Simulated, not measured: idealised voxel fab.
Title: Process Module voxel transistor to metal
FYI the section here is cut, 280 nm wide, cells are 5 nm squares.
Cross-section format: a grid of square cells, given as bands from top to bottom; each band is one or more rows of cells. Top, bottom (nm), then materials left to right with widths (nm); lone material tagged "throughout" fills the whole band edge to edge; "empty" = empty space. For the purposes of this specification, 0 denotes the height below which the wafer in its as-received condition is composed wholly of one material, and the lowermost band, lacking a lower limit, extends downward without end, as expressed in "from 0 down". Top row gets the first number, bottom row gets the second, and each row in between changes by the same step: that is how a band width like "30..40" works. "stayed the same", as given for a step, is the statement that not any cell of the cross-section underwent a change during that step. Under "Closed internal cavities" you'll find the enclosed gaps, the ones with no way out to the top, that are 8 cells or bigger; each reads width x height at distance, with distance counted from the left edge, everything in nm. Anything after a step's settings on that line? It's the simulator's own note about the step. What "overlay nm" on a step's line means: if the step has a mask, that mask lay this far to the right of its planned place, or, when the value is negative, to the left.
# The following list gives the planned process steps
1. op RECEIVE | material Si
2. op OXIDIZE | depth nm 5
3. op CONFORMAL_DEP | material SiN | thk nm 10
4. op PATTERN | tone cover | mask id ACTIVE | material resist | width nm 105 | pitch nm 125 | thk nm 15 | overlay nm 0
5. op DIRECTIONAL_ETCH | etch materials SiN | depth nm 10
6. op DIRECTIONAL_ETCH | etch materials SiO2 | depth nm 5
7. op DIRECTIONAL_ETCH | etch materials Si | depth nm 30
8. op STRIP | etch materials resist
9. op OXIDIZE | depth nm 5
10. op FILL_DEP | material SiO2 | thk nm 15
11. op CMP | height nm 10
12. op SELECTIVE_ETCH | etch materials SiO2 | depth nm 5
13. op STRIP | etch materials SiN
14. op SELECTIVE_ETCH | etch materials SiO2 | depth nm 5
15. op OXIDIZE | depth nm 5
16. op DIRECTIONAL_DEP | material polySi | thk nm 20
17. op DIRECTIONAL_DEP | material SiCN | thk nm 15
18. op DIRECTIONAL_DEP | material aC | thk nm 15
19. op PATTERN | tone cover | mask id GATE | material resist | width nm 15 | pitch nm 125 | thk nm 30 | overlay nm 0
20. op DIRECTIONAL_ETCH | etch materials aC | depth nm 15
21. op STRIP | etch materials resist
22. op DIRECTIONAL_ETCH | etch materials SiCN | depth nm 25
23. op DIRECTIONAL_ETCH | etch materials polySi | depth nm 30
24. op STRIP | etch materials aC
25. op CONFORMAL_DEP | material SiO2 | thk nm 5
26. op DIRECTIONAL_ETCH | etch materials SiO2 | depth nm 5
27. op CONFORMAL_DEP | material SiN | thk nm 5
28. op DIRECTIONAL_ETCH | etch materials SiN | depth nm 5
29. op DIRECTIONAL_ETCH | etch materials SiO2 | depth nm 5
30. op DIRECTIONAL_ETCH | etch materials Si | depth nm 10
31. op EPI | material pSi | thk nm 15
32. op FILL_DEP | material SiO2 | thk nm 5
33. op CMP | height nm 30
34. op DIRECTIONAL_DEP | material SiO2 | thk nm 10
35. op MASKED_ETCH | tone open | mask id CONTACT | width nm 35 | etch materials SiO2 | depth nm 45 | overlay nm 0
36. op CONFORMAL_DEP | material TiN | thk nm 5
37. op FILL_DEP | material Ru | thk nm 10
38. op CMP | height nm 40
39. op DIRECTIONAL_DEP | material TiN | thk nm 5
40. op DIRECTIONAL_DEP | material W | thk nm 20
41. op MASKED_ETCH | tone cover | mask id METAL_1 | width nm 20 | etch materials W | depth nm 20 | overlay nm 0
42. op MASKED_ETCH | tone cover | mask id METAL_1 | width nm 20 | etch materials TiN | depth nm 5 | overlay nm 0
43. op FILL_DEP | material lowk | thk nm 5
44. op CMP | height nm 65
45. op CONFORMAL_DEP | material SiN | thk nm 5
# Cross-section: wafer on arrival = after step 1
from 0 down = Si throughout
Closed internal cavities: none
# One mistake in running the module, otherwise start and plan as above: cross-section at the end
from 70 to 65 = SiN throughout
from 65 to 45 = W 30 nm  lowk 20 nm  W 55 nm  lowk 20 nm  W 30 nm  lowk 20 nm  W 55 nm  lowk 20 nm  W 30 nm
from 45 to 40 = TiN throughout
from 40 to 30 = SiO2 30 nm  TiN 5 nm  Ru 25..20 nm  TiN 5..10 nm  SiO2 25 nm  TiN 5..10 nm  Ru 25..20 nm  TiN 5 nm  SiO2 30 nm  TiN 5 nm  Ru 25..20 nm  TiN 5..10 nm  SiO2 25 nm  TiN 5..10 nm  Ru 25..20 nm  TiN 5 nm  SiO2 30 nm
from 30 to 15 = SiO2 30 nm  TiN 5 nm  Ru 20 nm  TiN 5 nm  SiN 5 nm  SiO2 5 nm  SiCN 15 nm  SiO2 5 nm  SiN 5 nm  TiN 5 nm  Ru 20 nm  TiN 5 nm  SiO2 30 nm  TiN 5 nm  Ru 20 nm  TiN 5 nm  SiN 5 nm  SiO2 5 nm  SiCN 15 nm  SiO2 5 nm  SiN 5 nm  TiN 5 nm  Ru 20 nm  TiN 5 nm  SiO2 30 nm
from 15 to 5 = SiO2 30 nm  TiN 5 nm  Ru 20..5 nm  TiN 5..20 nm  SiN 5 nm  SiO2 5 nm  polySi 15 nm  SiO2 5 nm  SiN 5 nm  TiN 5..20 nm  Ru 20..5 nm  TiN 5 nm  SiO2 30 nm  TiN 5 nm  Ru 20..5 nm  TiN 5..20 nm  SiN 5 nm  SiO2 5 nm  polySi 15 nm  SiO2 5 nm  SiN 5 nm  TiN 5..20 nm  Ru 20..5 nm  TiN 5 nm  SiO2 30 nm
from 5 to 0 = SiO2 30 nm  TiN 5 nm  Ru 5 nm  TiN 5 nm  pSi 15 nm  SiN 5 nm  SiO2 5 nm  polySi 15 nm  SiO2 5 nm  SiN 5 nm  pSi 15 nm  TiN 5 nm  Ru 5 nm  TiN 5 nm  SiO2 30 nm  TiN 5 nm  Ru 5 nm  TiN 5 nm  pSi 15 nm  SiN 5 nm  SiO2 5 nm  polySi 15 nm  SiO2 5 nm  SiN 5 nm  pSi 15 nm  TiN 5 nm  Ru 5 nm  TiN 5 nm  SiO2 30 nm
from 0 to -5 = SiO2 25 nm  SiN 5 nm  TiN 15 nm  pSi 15 nm  SiN 5 nm  SiO2 5 nm  polySi 15 nm  SiO2 5 nm  SiN 5 nm  pSi 15 nm  TiN 15 nm  SiN 5 nm  SiO2 20 nm  SiN 5 nm  TiN 15 nm  pSi 15 nm  SiN 5 nm  SiO2 5 nm  polySi 15 nm  SiO2 5 nm  SiN 5 nm  pSi 15 nm  TiN 15 nm  SiN 5 nm  SiO2 25 nm
from -5 to -10 = SiO2 30 nm  pSi 30 nm  SiO2 35 nm  pSi 30 nm  SiO2 30 nm  pSi 30 nm  SiO2 35 nm  pSi 30 nm  SiO2 30 nm
from -10 to -20 = SiO2 30 nm  pSi 30 nm  Si 35 nm  pSi 30 nm  SiO2 30 nm  pSi 30 nm  Si 35 nm  pSi 30 nm  SiO2 30 nm
from -20 to -40 = SiO2 30 nm  Si 95 nm  SiO2 30 nm  Si 95 nm  SiO2 30 nm
from -40 down = Si throughout
Closed internal cavities: none
It is concluded that the wafer was processed incorrectly with respect to the plan, in that step 41 changed vs plan, executed as op MASKED_ETCH | tone open | mask id METAL_1 | width nm 20 | etch materials W | depth nm 20 | overlay nm 0
